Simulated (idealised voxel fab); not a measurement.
Process module heading - voxel ribs on slabs
Xsec cut, 185 nm wide, square cell size 5 nm.
If you're reading a cross-section in this doc, picture square cells in a grid; it comes to you as bands, top ones listed first down to the bottom, and a band can be one or more rows of cells.
Heights first: top, then bottom, in nm. Then materials, left to right, each with a width in nm. "everywhere" on a single material: fills the band edge to edge. "empty": empty space.
Ref level 0: as-received wafer is one material below here. Bottom band extends down with no lower bound ("0 nm and below").
So if you see something like "30 to 40" for the width, read it as the top row of the band sitting at the first number and the bottom row at the second, with every row in between moving by the same amount as the last.
Where the words "no alteration" appear for a step, the cross-section shows no cell changed by that step; every cell remained as before.
The list in "Closed void register" covers empty spaces of 8 cells or more that cannot reach the top through any open way, and it gives each as width x height at distance; the distance is from the left edge, and width, height and distance are in nm.
Whatever follows a step's settings on its line is a remark the simulator itself makes about that step.
Among the settings permitted on a step's line is "overlay nm"; applied to a step with a mask, it specifies the extent to which the mask lay to the right of its planned position, whereas a negative figure signifies a position to the left.
Process steps foreseen in the plan
1 RECEIVE [material Si]
2 DIRECTIONAL_DEP [material SiO2] [thk nm 20]
3 DIRECTIONAL_DEP [material SiN] [thk nm 15]
4 PATTERN [tone cover] [mask id RIB] [material resist] [width nm 15] [thk nm 20] [overlay nm 0]
5 DIRECTIONAL_ETCH [etch materials SiN] [depth nm 5]
6 STRIP [etch materials resist]
7 DIRECTIONAL_DEP [material aC] [thk nm 10]
8 PATTERN [tone cover] [mask id SLAB] [material resist] [width nm 65] [thk nm 30] [overlay nm 0]
9 DIRECTIONAL_ETCH [etch materials aC] [depth nm 10]
10 STRIP [etch materials resist]
11 DIRECTIONAL_ETCH [etch materials SiN] [depth nm 10]
12 STRIP [etch materials aC]
13 FILL_DEP [material SiO2] [thk nm 20]
14 CMP [height nm 50]
15 DIRECTIONAL_DEP [material TiN] [thk nm 5]
16 DIRECTIONAL_DEP [material aC] [thk nm 15]
17 PATTERN [tone cover] [mask id HEATER] [material resist] [width nm 25] [thk nm 30] [overlay nm 0]
18 DIRECTIONAL_ETCH [etch materials aC] [depth nm 15]
19 STRIP [etch materials resist]
20 DIRECTIONAL_ETCH [etch materials TiN] [depth nm 5]
21 STRIP [etch materials aC]
22 CONFORMAL_DEP [material SiO2] [thk nm 5]
First of two wafers, processed according to plan
Cross-section, incoming material, after step 1
  0 nm and below = Si everywhere
  Closed void register: none
Step 2 complete: cross-section through the wafer
  20 nm to 0 nm = SiO2 everywhere
  Beneath the level 0, the cross-section is identical to its previous state.
Step 3 complete: cross-section through the wafer
  35 nm to 20 nm = SiN everywhere
  Beneath the level 20, the cross-section is identical to its previous state.
Step 4 complete: cross-section through the wafer
  55 nm to 35 nm = 85 empty | 15 resist | 85 empty
  Beneath the level 35, the cross-section is identical to its previous state.
Step 5 complete: cross-section through the wafer
  55 nm to 35 nm = 85 empty | 15 resist | 85 empty
  35 nm to 30 nm = 85 empty | 15 SiN | 85 empty
  Beneath the level 30, the cross-section is identical to its previous state.
Step 6 complete: cross-section through the wafer
  35 nm to 30 nm = 85 empty | 15 SiN | 85 empty
  Beneath the level 30, the cross-section is identical to its previous state.
Step 7 complete: cross-section through the wafer
  45 nm to 40 nm = 85 empty | 15 aC | 85 empty
  40 nm to 35 nm = aC everywhere
  35 nm to 30 nm = 85 aC | 15 SiN | 85 aC
  Beneath the level 30, the cross-section is identical to its previous state.
Step 8 complete: cross-section through the wafer
  75 nm to 45 nm = 60 empty | 65 resist | 60 empty
  45 nm to 40 nm = 60 empty | 25 resist | 15 aC | 25 resist | 60 empty
  Beneath the level 40, the cross-section is identical to its previous state.
Step 9 complete: cross-section through the wafer
  65 nm to 45 nm = 60 empty | 65 resist | 60 empty
  45 nm to 40 nm = 60 empty | 25 resist | 15 aC | 25 resist | 60 empty
  40 nm to 35 nm = 60 empty | 65 aC | 60 empty
  35 nm to 30 nm = 60 empty | 25 aC | 15 SiN | 25 aC | 60 empty
  Beneath the level 30, the cross-section is identical to its previous state.
Step 10 complete: cross-section through the wafer
  45 nm to 35 nm = 85 to 60 empty | 15 to 65 aC | 85 to 60 empty
  Beneath the level 35, the cross-section is identical to its previous state.
Step 11 complete: cross-section through the wafer
  45 nm to 35 nm = 85 to 60 empty | 15 to 65 aC | 85 to 60 empty
  35 nm to 30 nm = 60 empty | 25 aC | 15 SiN | 25 aC | 60 empty
  30 nm to 20 nm = 60 empty | 65 SiN | 60 empty
  Beneath the level 20, the cross-section is identical to its previous state.
Step 12 complete: cross-section through the wafer
  35 nm to 30 nm = 85 empty | 15 SiN | 85 empty
  Beneath the level 30, the cross-section is identical to its previous state.
Step 13 complete: cross-section through the wafer
  55 nm to 35 nm = SiO2 everywhere
  35 nm to 30 nm = 85 SiO2 | 15 SiN | 85 SiO2
  30 nm to 20 nm = 60 SiO2 | 65 SiN | 60 SiO2
  Beneath the level 20, the cross-section is identical to its previous state.
Step 14 complete: cross-section through the wafer
  50 nm to 35 nm = SiO2 everywhere
  Beneath the level 35, the cross-section is identical to its previous state.
Step 15 complete: cross-section through the wafer
  55 nm to 50 nm = TiN everywhere
  Beneath the level 50, the cross-section is identical to its previous state.
Step 16 complete: cross-section through the wafer
  70 nm to 55 nm = aC everywhere
  Beneath the level 55, the cross-section is identical to its previous state.
Step 17 complete: cross-section through the wafer
  100 nm to 70 nm = 80 empty | 25 resist | 80 empty
  Beneath the level 70, the cross-section is identical to its previous state.
Step 18 complete: cross-section through the wafer
  85 nm to 70 nm = 80 empty | 25 resist | 80 empty
  70 nm to 55 nm = 80 empty | 25 aC | 80 empty
  Beneath the level 55, the cross-section is identical to its previous state.
Step 19 complete: cross-section through the wafer
  70 nm to 55 nm = 80 empty | 25 aC | 80 empty
  Beneath the level 55, the cross-section is identical to its previous state.
Step 20 complete: cross-section through the wafer
  70 nm to 55 nm = 80 empty | 25 aC | 80 empty
  55 nm to 50 nm = 80 empty | 25 TiN | 80 empty
  Beneath the level 50, the cross-section is identical to its previous state.
Step 21 complete: cross-section through the wafer
  55 nm to 50 nm = 80 empty | 25 TiN | 80 empty
  Beneath the level 50, the cross-section is identical to its previous state.
Step 22 complete: cross-section through the wafer
  60 nm to 55 nm = 75 empty | 35 SiO2 | 75 empty
  55 nm to 50 nm = 80 SiO2 | 25 TiN | 80 SiO2
  Beneath the level 50, the cross-section is identical to its previous state.
Second Wafer (Identical Start and Plan, One Processing Error; Matches First Wafer Through Step 21)
Planned end of step 22: second wafer, cross-section: no alteration
Diagnosis: step 22 of the plan got skipped, so it never ran
End check, counted in cells, second wafer has more or fewer of these materials than the first: -39 SiO2
